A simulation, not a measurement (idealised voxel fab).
Module name: voxel transistor to metal (process module)
Section cut is 140 nm wide and gridded with 5 nm square cells.
Each cross-section below is a grid of square cells, stated as bands in top-down order, with one or more rows of cells making up each band. A band entry consists of two parts. The first gives the height of the band's top and the height of its bottom, in nm. The rest lists the band's materials from left to right, each with its width in nm. A single material labelled with the word "full width" fills the band from edge to edge, and the word "blank" marks empty space. Heights from 0 (as-received wafer is one material below). Bottom band endless downward, as "0 down". Per-row width for "30..40": begins at first number (top row of band), ends at second number (bottom row), increment between rows held constant. It should be understood that the words "no change", when stated for a given step, signify that the cross-section underwent no change in any of its cells during that step. Closed-off voids of 8+ cells (no open route to the top) go in "Voids, fully enclosed", written width x height at distance from the left edge, in nm. Read whatever lies past the settings on a step's line as the simulator's own remark about the step. overlay nm: step with mask; distance mask lay right of planned place; negative value = left of planned place.
## Process steps - plan
- 1: RECEIVE,material Si
- 2: CONFORMAL_DEP,material SiO2,thk nm 5
- 3: CONFORMAL_DEP,material SiN,thk nm 15
- 4: PATTERN,tone cover,mask id ACTIVE,material resist,width nm 105,thk nm 20,overlay nm 0
- 5: DIRECTIONAL_ETCH,etch materials SiN,depth nm 15
- 6: DIRECTIONAL_ETCH,etch materials SiO2,depth nm 5
- 7: DIRECTIONAL_ETCH,etch materials Si,depth nm 30
- 8: STRIP,etch materials resist
- 9: FILL_DEP,material SiO2,thk nm 5
- 10: CMP,height nm 20
- 11: SELECTIVE_ETCH,etch materials SiO2,depth nm 5
- 12: STRIP,etch materials SiN
- 13: SELECTIVE_ETCH,etch materials SiO2,depth nm 5
- 14: OXIDIZE,depth nm 5
- 15: DIRECTIONAL_DEP,material polySi,thk nm 25
- 16: DIRECTIONAL_DEP,material SiCN,thk nm 10
- 17: DIRECTIONAL_DEP,material aC,thk nm 15
- 18: PATTERN,tone cover,mask id GATE,material resist,width nm 15,thk nm 30,overlay nm 0
- 19: DIRECTIONAL_ETCH,etch materials aC,depth nm 15
- 20: STRIP,etch materials resist
- 21: DIRECTIONAL_ETCH,etch materials SiCN,depth nm 20
- 22: DIRECTIONAL_ETCH,etch materials polySi,depth nm 35
- 23: STRIP,etch materials aC
- 24: CONFORMAL_DEP,material SiN,thk nm 10
- 25: DIRECTIONAL_ETCH,etch materials SiN,depth nm 10
- 26: DIRECTIONAL_ETCH,etch materials SiO2,depth nm 5
- 27: EPI,material pSi,thk nm 5
- 28: FILL_DEP,material SiO2,thk nm 5
- 29: CMP,height nm 35
- 30: DIRECTIONAL_DEP,material SiO2,thk nm 10
- 31: DIRECTIONAL_DEP,material aC,thk nm 15
- 32: PATTERN,tone open,mask id CONTACT,material resist,width nm 20,pitch nm 65,thk nm 30,overlay nm 0
- 33: DIRECTIONAL_ETCH,etch materials aC,depth nm 15
- 34: STRIP,etch materials resist
- 35: DIRECTIONAL_ETCH,etch materials SiO2,depth nm 45
- 36: STRIP,etch materials aC
- 37: CONFORMAL_DEP,material TiN,thk nm 5
- 38: FILL_DEP,material W,thk nm 5
- 39: CMP,height nm 45
- 40: DIRECTIONAL_DEP,material TiN,thk nm 5
- 41: DIRECTIONAL_DEP,material W,thk nm 20
- 42: MASKED_ETCH,tone cover,mask id METAL_1,width nm 20,pitch nm 65,etch materials W,depth nm 20,overlay nm 0
- 43: MASKED_ETCH,tone cover,mask id METAL_1,width nm 20,pitch nm 65,etch materials TiN,depth nm 5,overlay nm 0
- 44: CONFORMAL_DEP,material SiCN,thk nm 5
- 45: FILL_DEP,material SiO2,thk nm 10
- 46: CMP,height nm 70
- 47: CONFORMAL_DEP,material SiCN,thk nm 5
## Here's what the wafer looked like in cross-section when it arrived - that's after step 1
> 0 down = Si full width
> Voids, fully enclosed: none
## Cross-section: first of two wafers, module finished, run according to plan
> 75 to 70 = SiCN full width
> 70 to 50 = 20 SiO2 / 5 SiCN / 20 W / 5 SiCN / 35 SiO2 / 5 SiCN / 20 W / 5 SiCN / 25 SiO2
> 50 to 45 = 25 SiCN / 20 TiN / 45 SiCN / 20 TiN / 30 SiCN
> 45 to 35 = 25 SiO2 / 5 TiN / 10 W / 5 TiN / 45 SiO2 / 5 TiN / 10 W / 5 TiN / 30 SiO2
> 35 to 25 = 25 SiO2 / 5 TiN / 10 W / 5 TiN / 5 SiO2 / 10 SiN / 15 SiCN / 10 SiN / 5 SiO2 / 5 TiN / 10 W / 5 TiN / 30 SiO2
> 25 to 10 = 25 SiO2 / 5 TiN / 10 W / 5 TiN / 5 SiO2 / 10 SiN / 15 polySi / 10 SiN / 5 SiO2 / 5 TiN / 10 W / 5 TiN / 30 SiO2
> 10 to 5 = 10 SiO2 / 10 SiN / 5 SiO2 / 5 TiN / 10 W / 5 TiN / 5 SiO2 / 10 SiN / 15 polySi / 10 SiN / 5 SiO2 / 5 TiN / 10 W / 5 TiN / 5 SiO2 / 10 SiN / 15 SiO2
> 5 to 0 = 10 SiO2 / 10 SiN / 5 SiO2 / 20 TiN / 5 SiO2 / 10 SiN / 15 polySi / 10 SiN / 5 SiO2 / 20 TiN / 5 SiO2 / 10 SiN / 15 SiO2
> 0 to -5 = 20 SiO2 / 30 pSi / 35 SiO2 / 30 pSi / 25 SiO2
> -5 to -30 = 15 SiO2 / 105 Si / 20 SiO2
> -30 down = Si full width
> Voids, fully enclosed: none
## Wafer two, end of module, cross-section. Same start, same plan as wafer one. One mistake in the run
> 75 to 70 = SiCN full width
> 70 to 50 = 20 SiO2 / 5 SiCN / 20 W / 5 SiCN / 35 SiO2 / 5 SiCN / 20 W / 5 SiCN / 25 SiO2
> 50 to 45 = 25 SiCN / 20 TiN / 45 SiCN / 20 TiN / 30 SiCN
> 45 to 35 = 25 SiO2 / 5 TiN / 10 W / 5 TiN / 45 SiO2 / 5 TiN / 10 W / 5 TiN / 30 SiO2
> 35 to 10 = 25 SiO2 / 5 TiN / 10 W / 5 TiN / 5 SiO2 / 10 SiN / 15 polySi / 10 SiN / 5 SiO2 / 5 TiN / 10 W / 5 TiN / 30 SiO2
> 10 to 5 = 10 SiO2 / 10 SiN / 5 SiO2 / 5 TiN / 10 W / 5 TiN / 45 SiO2 / 5 TiN / 10 W / 5 TiN / 5 SiO2 / 10 SiN / 15 SiO2
> 5 to 0 = 10 SiO2 / 10 SiN / 5 SiO2 / 20 TiN / 45 SiO2 / 20 TiN / 5 SiO2 / 10 SiN / 15 SiO2
> 0 to -5 = 10 pSi / 115 SiO2 / 15 pSi
> -5 to -30 = 15 Si / 105 SiO2 / 20 Si
> -30 down = Si full width
> Voids, fully enclosed: none
What went wrong in running the wafer? it should be noted that step 4 was executed with settings other than those planned, the operation and settings actually applied being PATTERN,tone open,mask id ACTIVE,material resist,width nm 105,thk nm 20,overlay nm 0
End check, counted in cells, second wafer has more or fewer of these materials than the first: Si: 70 fewer | SiCN: 6 fewer | SiN: 8 fewer | SiO2: 91 more | pSi: 7 fewer
